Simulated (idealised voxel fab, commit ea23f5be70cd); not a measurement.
Module name: voxel wiring stack (process module)
Each square cell in cross-section cut measures 5 nm, and the section as a whole is 205 nm wide.
If you're reading a cross-section in this doc, picture square cells in a grid; it comes to you as bands, top ones listed first down to the bottom, and a band can be one or more rows of cells. Per band: top height and bottom height in nm, followed by the left-to-right materials and their widths in nm; "full width" marks a single material spanning edge to edge, "empty" marks empty space. Measure heights from 0. That's the level where, below it, the as-received wafer is all one material. The lowest band is bottomless and extends downward; write it as in "0 and below". A two-number width, for instance "30 to 40", indicates that the width is equal to the first number in the top row of the band and to the second number in the bottom row, and that it changes by a constant amount per row of cells. A step reported as "nothing altered" is a step in which no cell of the cross-section changed. "Sealed-off cavities" enumerates empty spaces isolated from the top, with no open way to it, that contain at least 8 cells, giving each as width x height at distance from the left edge, all three in nm. Post-settings text on a step line: simulator's own remark regarding the step. overlay nm: mask right of planned place by this much (step with mask). Neg. = left.

Process steps - plan
1: RECEIVE (material Si)
2: CONFORMAL_DEP (material SiO2; thk nm 10)
3: DIRECTIONAL_DEP (material TiN; thk nm 5)
4: DIRECTIONAL_DEP (material W; thk nm 25)
5: DIRECTIONAL_DEP (material aC; thk nm 15)
6: PATTERN (tone cover; mask id METAL_1; material resist; width nm 20; pitch nm 40; thk nm 35; overlay nm 0)
7: DIRECTIONAL_ETCH (etch materials aC; depth nm 15)
8: STRIP (etch materials resist)
9: DIRECTIONAL_ETCH (etch materials W; depth nm 25)
10: DIRECTIONAL_ETCH (etch materials TiN; depth nm 5)
11: STRIP (etch materials aC)
12: FILL_DEP (material SiO2; thk nm 5)
13: CMP (height nm 40)
14: CONFORMAL_DEP (material SiCN; thk nm 5)
15: DIRECTIONAL_DEP (material SiO2; thk nm 30)
16: MASKED_ETCH (tone open; mask id METAL_2_HOLES; width nm 15; pitch nm 40; etch materials SiO2; depth nm 30; overlay nm 0)
17: MASKED_ETCH (tone open; mask id METAL_2; width nm 20; pitch nm 40; etch materials SiO2; depth nm 20; overlay nm 0)
18: MASKED_ETCH (tone open; mask id METAL_2; width nm 20; pitch nm 40; etch materials SiCN; depth nm 5; overlay nm 0)
19: CONFORMAL_DEP (material TiN; thk nm 5)
20: FILL_DEP (material Ru; thk nm 5)
21: CMP (height nm 75)
22: CONFORMAL_DEP (material SiCN; thk nm 5)
23: DIRECTIONAL_DEP (material SiO2; thk nm 20)
24: MASKED_ETCH (tone open; mask id PLUG_2; width nm 15; pitch nm 80; etch materials SiO2; depth nm 20; overlay nm 0)
25: MASKED_ETCH (tone open; mask id PLUG_2; width nm 15; pitch nm 80; etch materials SiCN; depth nm 5; overlay nm 0)
26: CONFORMAL_DEP (material TiN; thk nm 5)
27: FILL_DEP (material W; thk nm 10)
28: CMP (height nm 100)
29: CONFORMAL_DEP (material SiN; thk nm 5)
30: DIRECTIONAL_DEP (material lowk; thk nm 20)
31: MASKED_ETCH (tone open; mask id METAL_3; width nm 20; pitch nm 40; etch materials lowk; depth nm 20; overlay nm 0)
32: MASKED_ETCH (tone open; mask id METAL_3; width nm 20; pitch nm 40; etch materials SiN; depth nm 5; overlay nm 0)
33: CONFORMAL_DEP (material TiN; thk nm 5)
34: FILL_DEP (material Cu; thk nm 5)
35: CMP (height nm 125)
36: CONFORMAL_DEP (material SiCN; thk nm 5)

Wafer cross-section on receipt, i.e. after step 1
- 0 and below: Si full width
- Sealed-off cavities: none

End-of-module XS, first of two wafers, run as planned
- 130 down to 125: SiCN full width
- 125 down to 105: 30 lowk, 5 TiN, 10 Cu, 5 TiN, 20 lowk, 5 TiN, 10 Cu, 5 TiN, 20 lowk, 5 TiN, 10 Cu, 5 TiN, 20 lowk, 5 TiN, 10 Cu, 5 TiN, 35 lowk
- 105 down to 100: 30 SiN, 20 TiN, 20 SiN, 20 TiN, 20 SiN, 20 TiN, 20 SiN, 20 TiN, 35 SiN
- 100 down to 80: 30 SiO2, 5 TiN, 5 W, 5 TiN, 65 SiO2, 5 TiN, 5 W, 5 TiN, 80 SiO2
- 80 down to 75: 30 SiCN, 15 TiN, 65 SiCN, 15 TiN, 80 SiCN
- 75 down to 60: 30 SiO2, 5 TiN, 10 Ru, 5 TiN, 20 SiO2, 5 TiN, 10 Ru, 5 TiN, 20 SiO2, 5 TiN, 10 Ru, 5 TiN, 20 SiO2, 5 TiN, 10 Ru, 5 TiN, 35 SiO2
- 60 down to 55: 30 SiO2, 5 TiN, 5 Ru, 10 TiN, 20 SiO2, 5 TiN, 5 Ru, 10 TiN, 20 SiO2, 5 TiN, 5 Ru, 10 TiN, 20 SiO2, 5 TiN, 5 Ru, 10 TiN, 35 SiO2
- 55 down to 45: 30 SiO2, 5 TiN, 5 Ru, 5 TiN, 25 SiO2, 5 TiN, 5 Ru, 5 TiN, 25 SiO2, 5 TiN, 5 Ru, 5 TiN, 25 SiO2, 5 TiN, 5 Ru, 5 TiN, 40 SiO2
- 45 down to 40: 30 SiCN, 15 TiN, 25 SiCN, 15 TiN, 25 SiCN, 15 TiN, 25 SiCN, 15 TiN, 40 SiCN
- 40 down to 15: 30 SiO2, 20 W, 20 SiO2, 20 W, 20 SiO2, 20 W, 20 SiO2, 20 W, 35 SiO2
- 15 down to 10: 30 SiO2, 20 TiN, 20 SiO2, 20 TiN, 20 SiO2, 20 TiN, 20 SiO2, 20 TiN, 35 SiO2
- 10 down to 0: SiO2 full width
- 0 and below: Si full width
- Sealed-off cavities: none

The second wafer, shown in cross-section after the module: started the same way as the first and given the same plan, yet one mistake crept into how it was run
- 130 down to 125: SiCN full width
- 125 down to 105: 30 lowk, 5 TiN, 10 Cu, 5 TiN, 20 lowk, 5 TiN, 10 Cu, 5 TiN, 20 lowk, 5 TiN, 10 Cu, 5 TiN, 20 lowk, 5 TiN, 10 Cu, 5 TiN, 35 lowk
- 105 down to 100: 30 SiN, 20 TiN, 20 SiN, 20 TiN, 20 SiN, 20 TiN, 20 SiN, 20 TiN, 35 SiN
- 100 down to 80: 30 SiO2, 5 TiN, 5 W, 5 TiN, 65 SiO2, 5 TiN, 5 W, 5 TiN, 80 SiO2
- 80 down to 75: 30 SiCN, 15 TiN, 65 SiCN, 15 TiN, 80 SiCN
- 75 down to 60: 30 SiO2, 5 TiN, 10 Ru, 5 TiN, 20 SiO2, 5 TiN, 10 Ru, 5 TiN, 20 SiO2, 5 TiN, 10 Ru, 5 TiN, 20 SiO2, 5 TiN, 10 Ru, 5 TiN, 35 SiO2
- 60 down to 55: 30 SiO2, 5 TiN, 5 Ru, 10 TiN, 20 SiO2, 5 TiN, 5 Ru, 10 TiN, 20 SiO2, 5 TiN, 5 Ru, 10 TiN, 20 SiO2, 5 TiN, 5 Ru, 10 TiN, 35 SiO2
- 55 down to 45: 30 SiO2, 5 TiN, 5 Ru, 5 TiN, 25 SiO2, 5 TiN, 5 Ru, 5 TiN, 25 SiO2, 5 TiN, 5 Ru, 5 TiN, 25 SiO2, 5 TiN, 5 Ru, 5 TiN, 40 SiO2
- 45 down to 40: 30 SiCN, 15 TiN, 25 SiCN, 15 TiN, 25 SiCN, 15 TiN, 25 SiCN, 15 TiN, 40 SiCN
- 40 down to 35: SiO2 full width
- 35 down to 10: 30 SiO2, 20 W, 20 SiO2, 20 W, 20 SiO2, 20 W, 20 SiO2, 20 W, 35 SiO2
- 10 down to 0: SiO2 full width
- 0 and below: Si full width
- Sealed-off cavities: none
Error vs. plan: step 3 of the plan was excluded from execution and never run
Bottom line after processing is that, in cells, the second wafer is up or down on some materials versus the first: +16 SiO2 | -16 TiN
